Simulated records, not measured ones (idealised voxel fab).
process module | voxel transistor to metal
cross-section cut | 270 nm wide | cells 5 nm
A cross-section is a grid of square cells, given in bands from the top down. A band is one or more rows of cells.
Each band's line starts with the height of the band's top and of its bottom, in nm. Then come its materials from left to right, each with its width in nm. One material with "throughout" fills the band from edge to edge. "air" is empty space.
Height 0 is the level under which the wafer as received is all one material. The lowest band goes on downwards, as in "0 down".
A width such as "30 to 40" changes by the same amount from each row of cells to the next, from the band's top row to its bottom row.
"no change" after a step means that no cell of the cross-section changed.
closed voids: empty space of 8 cells or more with no open way to the top, each as width x height at its distance from the left edge, in nm
after a step's settings: what the simulator itself notes on the step
overlay nm, on a step with a mask: how far to the right of its planned place the mask lay; to the left if negative
plan
1 op RECEIVE | material Si
2 op OXIDIZE | depth nm 5
3 op CONFORMAL_DEP | material SiN | thk nm 15
4 op DIRECTIONAL_DEP | material aC | thk nm 10
5 op PATTERN | tone cover | mask id ACTIVE | material resist | width nm 105 | pitch nm 125 | thk nm 30 | overlay nm 0
6 op DIRECTIONAL_ETCH | etch materials aC | depth nm 10
7 op STRIP | etch materials resist
8 op DIRECTIONAL_ETCH | etch materials SiN | depth nm 15
9 op DIRECTIONAL_ETCH | etch materials SiO2 | depth nm 5
10 op DIRECTIONAL_ETCH | etch materials Si | depth nm 30
11 op STRIP | etch materials aC
12 op FILL_DEP | material SiO2 | thk nm 10
13 op CMP | height nm 15
14 op SELECTIVE_ETCH | etch materials SiO2 | depth nm 15
15 op STRIP | etch materials SiN
16 op SELECTIVE_ETCH | etch materials SiO2 | depth nm 5
17 op OXIDIZE | depth nm 5
18 op DIRECTIONAL_DEP | material polySi | thk nm 20
19 op DIRECTIONAL_DEP | material SiCN | thk nm 15
20 op MASKED_ETCH | tone cover | mask id GATE | width nm 25 | pitch nm 125 | etch materials SiCN | depth nm 25 | overlay nm 0
21 op MASKED_ETCH | tone cover | mask id GATE | width nm 25 | pitch nm 125 | etch materials polySi | depth nm 30 | overlay nm 0
22 op CONFORMAL_DEP | material SiO2 | thk nm 5
23 op DIRECTIONAL_ETCH | etch materials SiO2 | depth nm 5
24 op CONFORMAL_DEP | material SiN | thk nm 5
25 op DIRECTIONAL_ETCH | etch materials SiN | depth nm 5
26 op DIRECTIONAL_ETCH | etch materials SiO2 | depth nm 5
27 op EPI | material nSi | thk nm 5
28 op FILL_DEP | material SiO2 | thk nm 10
29 op CMP | height nm 30
30 op DIRECTIONAL_DEP | material SiO2 | thk nm 15
31 op DIRECTIONAL_DEP | material aC | thk nm 15
32 op PATTERN | tone open | mask id CONTACT | material resist | width nm 30 | thk nm 35 | overlay nm 0
33 op DIRECTIONAL_ETCH | etch materials aC | depth nm 15
34 op STRIP | etch materials resist
35 op DIRECTIONAL_ETCH | etch materials SiO2 | depth nm 50
36 op STRIP | etch materials aC
37 op CONFORMAL_DEP | material TiN | thk nm 5
38 op FILL_DEP | material Ru | thk nm 10
39 op CMP | height nm 45
40 op DIRECTIONAL_DEP | material TiN | thk nm 5
41 op DIRECTIONAL_DEP | material W | thk nm 25
42 op MASKED_ETCH | tone cover | mask id METAL_1 | width nm 20 | etch materials W | depth nm 25 | overlay nm 0
43 op MASKED_ETCH | tone cover | mask id METAL_1 | width nm 20 | etch materials TiN | depth nm 5 | overlay nm 0
44 op FILL_DEP | material lowk | thk nm 5
45 op CMP | height nm 75
46 op CONFORMAL_DEP | material SiN | thk nm 5
first wafer, as planned
as received, after step 1
  0 down: Si throughout
  closed voids: none
after step 2
  0 to -5: SiO2 throughout
  below -5: unchanged
after step 3
  15 to 0: SiN throughout
  below 0: unchanged
after step 4
  25 to 15: aC throughout
  below 15: unchanged
after step 5
  55 to 25: air 20 | resist 105 | air 20 | resist 105 | air 20
  below 25: unchanged
after step 6
  45 to 25: air 20 | resist 105 | air 20 | resist 105 | air 20
  25 to 15: air 20 | aC 105 | air 20 | aC 105 | air 20
  below 15: unchanged
after step 7
  25 to 15: air 20 | aC 105 | air 20 | aC 105 | air 20
  below 15: unchanged
after step 8
  25 to 15: air 20 | aC 105 | air 20 | aC 105 | air 20
  15 to 0: air 20 | SiN 105 | air 20 | SiN 105 | air 20
  below 0: unchanged
after step 9
  25 to 15: air 20 | aC 105 | air 20 | aC 105 | air 20
  15 to 0: air 20 | SiN 105 | air 20 | SiN 105 | air 20
  0 to -5: air 20 | SiO2 105 | air 20 | SiO2 105 | air 20
  below -5: unchanged
after step 10
  25 to 15: air 20 | aC 105 | air 20 | aC 105 | air 20
  15 to 0: air 20 | SiN 105 | air 20 | SiN 105 | air 20
  0 to -5: air 20 | SiO2 105 | air 20 | SiO2 105 | air 20
  -5 to -35: air 20 | Si 105 | air 20 | Si 105 | air 20
  below -35: unchanged
after step 11
  15 to 0: air 20 | SiN 105 | air 20 | SiN 105 | air 20
  below 0: unchanged
after step 12
  25 to 15: SiO2 throughout
  15 to 0: SiO2 20 | SiN 105 | SiO2 20 | SiN 105 | SiO2 20
  0 to -5: SiO2 throughout
  -5 to -35: SiO2 20 | Si 105 | SiO2 20 | Si 105 | SiO2 20
  below -35: unchanged
after step 13
  15 to 0: SiO2 20 | SiN 105 | SiO2 20 | SiN 105 | SiO2 20
  below 0: unchanged
after step 14
  15 to 0: air 20 | SiN 105 | air 20 | SiN 105 | air 20
  below 0: unchanged
after step 15
  0 to -5: SiO2 throughout
  below -5: unchanged
after step 16
  -5 to -35: SiO2 20 | Si 105 | SiO2 20 | Si 105 | SiO2 20
  below -35: unchanged
after step 17
  -5 to -10: SiO2 throughout
  below -10: unchanged
after step 18
  15 to -5: polySi throughout
  below -5: unchanged
after step 19
  30 to 15: SiCN throughout
  below 15: unchanged
after step 20
  30 to 15: air 60 | SiCN 25 | air 100 | SiCN 25 | air 60
  below 15: unchanged
after step 21
  30 to 15: air 60 | SiCN 25 | air 100 | SiCN 25 | air 60
  15 to -5: air 60 | polySi 25 | air 100 | polySi 25 | air 60
  below -5: unchanged
after step 22
  35 to 30: air 55 | SiO2 35 | air 90 | SiO2 35 | air 55
  30 to 15: air 55 | SiO2 5 | SiCN 25 | SiO2 5 | air 90 | SiO2 5 | SiCN 25 | SiO2 5 | air 55
  15 to 0: air 55 | SiO2 5 | polySi 25 | SiO2 5 | air 90 | SiO2 5 | polySi 25 | SiO2 5 | air 55
  0 to -5: SiO2 60 | polySi 25 | SiO2 100 | polySi 25 | SiO2 60
  below -5: unchanged
after step 23
  30 to 15: air 55 | SiO2 5 | SiCN 25 | SiO2 5 | air 90 | SiO2 5 | SiCN 25 | SiO2 5 | air 55
  15 to -5: air 55 | SiO2 5 | polySi 25 | SiO2 5 | air 90 | SiO2 5 | polySi 25 | SiO2 5 | air 55
  below -5: unchanged
after step 24
  35 to 30: air 50 | SiN 45 | air 80 | SiN 45 | air 50
  30 to 15: air 50 | SiN 5 | SiO2 5 | SiCN 25 | SiO2 5 | SiN 5 | air 80 | SiN 5 | SiO2 5 | SiCN 25 | SiO2 5 | SiN 5 | air 50
  15 to 0: air 50 | SiN 5 | SiO2 5 | polySi 25 | SiO2 5 | SiN 5 | air 80 | SiN 5 | SiO2 5 | polySi 25 | SiO2 5 | SiN 5 | air 50
  0 to -5: SiN 55 | SiO2 5 | polySi 25 | SiO2 5 | SiN 90 | SiO2 5 | polySi 25 | SiO2 5 | SiN 55
  below -5: unchanged
after step 25
  30 to 15: air 50 | SiN 5 | SiO2 5 | SiCN 25 | SiO2 5 | SiN 5 | air 80 | SiN 5 | SiO2 5 | SiCN 25 | SiO2 5 | SiN 5 | air 50
  15 to -5: air 50 | SiN 5 | SiO2 5 | polySi 25 | SiO2 5 | SiN 5 | air 80 | SiN 5 | SiO2 5 | polySi 25 | SiO2 5 | SiN 5 | air 50
  below -5: unchanged
after step 26
  30 to 25: air 50 | SiN 5 | air 5 | SiCN 25 | air 5 | SiN 5 | air 80 | SiN 5 | air 5 | SiCN 25 | air 5 | SiN 5 | air 50
  25 to 15: air 50 | SiN 5 | SiO2 5 | SiCN 25 | SiO2 5 | SiN 5 | air 80 | SiN 5 | SiO2 5 | SiCN 25 | SiO2 5 | SiN 5 | air 50
  15 to -5: air 50 | SiN 5 | SiO2 5 | polySi 25 | SiO2 5 | SiN 5 | air 80 | SiN 5 | SiO2 5 | polySi 25 | SiO2 5 | SiN 5 | air 50
  -5 to -10: air 50 | SiO2 45 | air 80 | SiO2 45 | air 50
  below -10: unchanged
after step 27
  30 to 25: air 50 | SiN 5 | air 5 | SiCN 25 | air 5 | SiN 5 | air 80 | SiN 5 | air 5 | SiCN 25 | air 5 | SiN 5 | air 50
  25 to 15: air 50 | SiN 5 | SiO2 5 | SiCN 25 | SiO2 5 | SiN 5 | air 80 | SiN 5 | SiO2 5 | SiCN 25 | SiO2 5 | SiN 5 | air 50
  15 to -5: air 50 | SiN 5 | SiO2 5 | polySi 25 | SiO2 5 | SiN 5 | air 80 | SiN 5 | SiO2 5 | polySi 25 | SiO2 5 | SiN 5 | air 50
  -5 to -10: air 15 | nSi 35 | SiO2 45 | nSi 35 | air 10 | nSi 35 | SiO2 45 | nSi 35 | air 15
  below -10: unchanged
after step 28
  40 to 30: SiO2 throughout
  30 to 15: SiO2 50 | SiN 5 | SiO2 5 | SiCN 25 | SiO2 5 | SiN 5 | SiO2 80 | SiN 5 | SiO2 5 | SiCN 25 | SiO2 5 | SiN 5 | SiO2 50
  15 to -5: SiO2 50 | SiN 5 | SiO2 5 | polySi 25 | SiO2 5 | SiN 5 | SiO2 80 | SiN 5 | SiO2 5 | polySi 25 | SiO2 5 | SiN 5 | SiO2 50
  -5 to -10: SiO2 15 | nSi 35 | SiO2 45 | nSi 35 | SiO2 10 | nSi 35 | SiO2 45 | nSi 35 | SiO2 15
  below -10: unchanged
after step 29
  30 to 15: SiO2 50 | SiN 5 | SiO2 5 | SiCN 25 | SiO2 5 | SiN 5 | SiO2 80 | SiN 5 | SiO2 5 | SiCN 25 | SiO2 5 | SiN 5 | SiO2 50
  below 15: unchanged
after step 30
  45 to 30: SiO2 throughout
  below 30: unchanged
after step 31
  60 to 45: aC throughout
  below 45: unchanged
after step 32
  95 to 60: resist 25 | air 30 | resist 35 | air 30 | resist 30 | air 30 | resist 35 | air 30 | resist 25
  below 60: unchanged
after step 33
  80 to 60: resist 25 | air 30 | resist 35 | air 30 | resist 30 | air 30 | resist 35 | air 30 | resist 25
  60 to 45: aC 25 | air 30 | aC 35 | air 30 | aC 30 | air 30 | aC 35 | air 30 | aC 25
  below 45: unchanged
after step 34
  60 to 45: aC 25 | air 30 | aC 35 | air 30 | aC 30 | air 30 | aC 35 | air 30 | aC 25
  below 45: unchanged
after step 35
  60 to 45: aC 25 | air 30 | aC 35 | air 30 | aC 30 | air 30 | aC 35 | air 30 | aC 25
  45 to 30: SiO2 25 | air 30 | SiO2 35 | air 30 | SiO2 30 | air 30 | SiO2 35 | air 30 | SiO2 25
  30 to 15: SiO2 25 | air 25 | SiN 5 | SiO2 5 | SiCN 25 | SiO2 5 | SiN 5 | air 25 | SiO2 30 | air 25 | SiN 5 | SiO2 5 | SiCN 25 | SiO2 5 | SiN 5 | air 25 | SiO2 25
  15 to -5: SiO2 25 | air 25 | SiN 5 | SiO2 5 | polySi 25 | SiO2 5 | SiN 5 | air 25 | SiO2 30 | air 25 | SiN 5 | SiO2 5 | polySi 25 | SiO2 5 | SiN 5 | air 25 | SiO2 25
  below -5: unchanged
after step 36
  45 to 30: SiO2 25 | air 30 | SiO2 35 | air 30 | SiO2 30 | air 30 | SiO2 35 | air 30 | SiO2 25
  below 30: unchanged
after step 37
  50 to 45: TiN 30 | air 20 | TiN 45 | air 20 | TiN 40 | air 20 | TiN 45 | air 20 | TiN 30
  45 to 35: SiO2 25 | TiN 5 | air 20 | TiN 5 | SiO2 35 | TiN 5 | air 20 | TiN 5 | SiO2 30 | TiN 5 | air 20 | TiN 5 | SiO2 35 | TiN 5 | air 20 | TiN 5 | SiO2 25
  35 to 30: SiO2 25 | TiN 5 | air 15 | TiN 10 | SiO2 35 | TiN 10 | air 15 | TiN 5 | SiO2 30 | TiN 5 | air 15 | TiN 10 | SiO2 35 | TiN 10 | air 15 | TiN 5 | SiO2 25
  30 to 15: SiO2 25 | TiN 5 | air 15 | TiN 5 | SiN 5 | SiO2 5 | SiCN 25 | SiO2 5 | SiN 5 | TiN 5 | air 15 | TiN 5 | SiO2 30 | TiN 5 | air 15 | TiN 5 | SiN 5 | SiO2 5 | SiCN 25 | SiO2 5 | SiN 5 | TiN 5 | air 15 | TiN 5 | SiO2 25
  15 to 0: SiO2 25 | TiN 5 | air 15 | TiN 5 | SiN 5 | SiO2 5 | polySi 25 | SiO2 5 | SiN 5 | TiN 5 | air 15 | TiN 5 | SiO2 30 | TiN 5 | air 15 | TiN 5 | SiN 5 | SiO2 5 | polySi 25 | SiO2 5 | SiN 5 | TiN 5 | air 15 | TiN 5 | SiO2 25
  0 to -5: SiO2 25 | TiN 25 | SiN 5 | SiO2 5 | polySi 25 | SiO2 5 | SiN 5 | TiN 25 | SiO2 30 | TiN 25 | SiN 5 | SiO2 5 | polySi 25 | SiO2 5 | SiN 5 | TiN 25 | SiO2 25
  below -5: unchanged
after step 38
  60 to 50: Ru throughout
  50 to 45: TiN 30 | Ru 20 | TiN 45 | Ru 20 | TiN 40 | Ru 20 | TiN 45 | Ru 20 | TiN 30
  45 to 35: SiO2 25 | TiN 5 | Ru 20 | TiN 5 | SiO2 35 | TiN 5 | Ru 20 | TiN 5 | SiO2 30 | TiN 5 | Ru 20 | TiN 5 | SiO2 35 | TiN 5 | Ru 20 | TiN 5 | SiO2 25
  35 to 30: SiO2 25 | TiN 5 | Ru 15 | TiN 10 | SiO2 35 | TiN 10 | Ru 15 | TiN 5 | SiO2 30 | TiN 5 | Ru 15 | TiN 10 | SiO2 35 | TiN 10 | Ru 15 | TiN 5 | SiO2 25
  30 to 15: SiO2 25 | TiN 5 | Ru 15 | TiN 5 | SiN 5 | SiO2 5 | SiCN 25 | SiO2 5 | SiN 5 | TiN 5 | Ru 15 | TiN 5 | SiO2 30 | TiN 5 | Ru 15 | TiN 5 | SiN 5 | SiO2 5 | SiCN 25 | SiO2 5 | SiN 5 | TiN 5 | Ru 15 | TiN 5 | SiO2 25
  15 to 0: SiO2 25 | TiN 5 | Ru 15 | TiN 5 | SiN 5 | SiO2 5 | polySi 25 | SiO2 5 | SiN 5 | TiN 5 | Ru 15 | TiN 5 | SiO2 30 | TiN 5 | Ru 15 | TiN 5 | SiN 5 | SiO2 5 | polySi 25 | SiO2 5 | SiN 5 | TiN 5 | Ru 15 | TiN 5 | SiO2 25
  below 0: unchanged
after step 39
  45 to 35: SiO2 25 | TiN 5 | Ru 20 | TiN 5 | SiO2 35 | TiN 5 | Ru 20 | TiN 5 | SiO2 30 | TiN 5 | Ru 20 | TiN 5 | SiO2 35 | TiN 5 | Ru 20 | TiN 5 | SiO2 25
  below 35: unchanged
after step 40
  50 to 45: TiN throughout
  below 45: unchanged
after step 41
  75 to 50: W throughout
  below 50: unchanged
after step 42
  75 to 50: air 25 | W 20 | air 55 | W 20 | air 30 | W 20 | air 55 | W 20 | air 25
  below 50: unchanged
after step 43
  75 to 50: air 25 | W 20 | air 55 | W 20 | air 30 | W 20 | air 55 | W 20 | air 25
  50 to 45: air 25 | TiN 20 | air 55 | TiN 20 | air 30 | TiN 20 | air 55 | TiN 20 | air 25
  below 45: unchanged
after step 44
  80 to 75: lowk throughout
  75 to 50: lowk 25 | W 20 | lowk 55 | W 20 | lowk 30 | W 20 | lowk 55 | W 20 | lowk 25
  50 to 45: lowk 25 | TiN 20 | lowk 55 | TiN 20 | lowk 30 | TiN 20 | lowk 55 | TiN 20 | lowk 25
  below 45: unchanged
after step 45
  75 to 50: lowk 25 | W 20 | lowk 55 | W 20 | lowk 30 | W 20 | lowk 55 | W 20 | lowk 25
  below 50: unchanged
after step 46
  80 to 75: SiN throughout
  below 75: unchanged
second wafer: like start, like plan, one mistake. Through step 39 it matches the first wafer
when step 40 should have ended
  70 to 45: W throughout
  below 45: unchanged
when step 41 should have ended
  75 to 70: TiN throughout
  below 70: unchanged
when step 42 should have ended: no change
when step 43 should have ended
  75 to 70: air 25 | TiN 20 | air 55 | TiN 20 | air 30 | TiN 20 | air 55 | TiN 20 | air 25
  below 70: unchanged
when step 44 should have ended
  80 to 75: lowk throughout
  75 to 70: lowk 25 | TiN 20 | lowk 55 | TiN 20 | lowk 30 | TiN 20 | lowk 55 | TiN 20 | lowk 25
  below 70: unchanged
when step 45 should have ended
  75 to 70: lowk 25 | TiN 20 | lowk 55 | TiN 20 | lowk 30 | TiN 20 | lowk 55 | TiN 20 | lowk 25
  below 70: unchanged
when step 46 should have ended
  80 to 75: SiN throughout
  below 75: unchanged
what went wrong: steps 40 and 41 were swapped
at the end the second wafer has, in cells: 190 more of W | 190 fewer of lowk
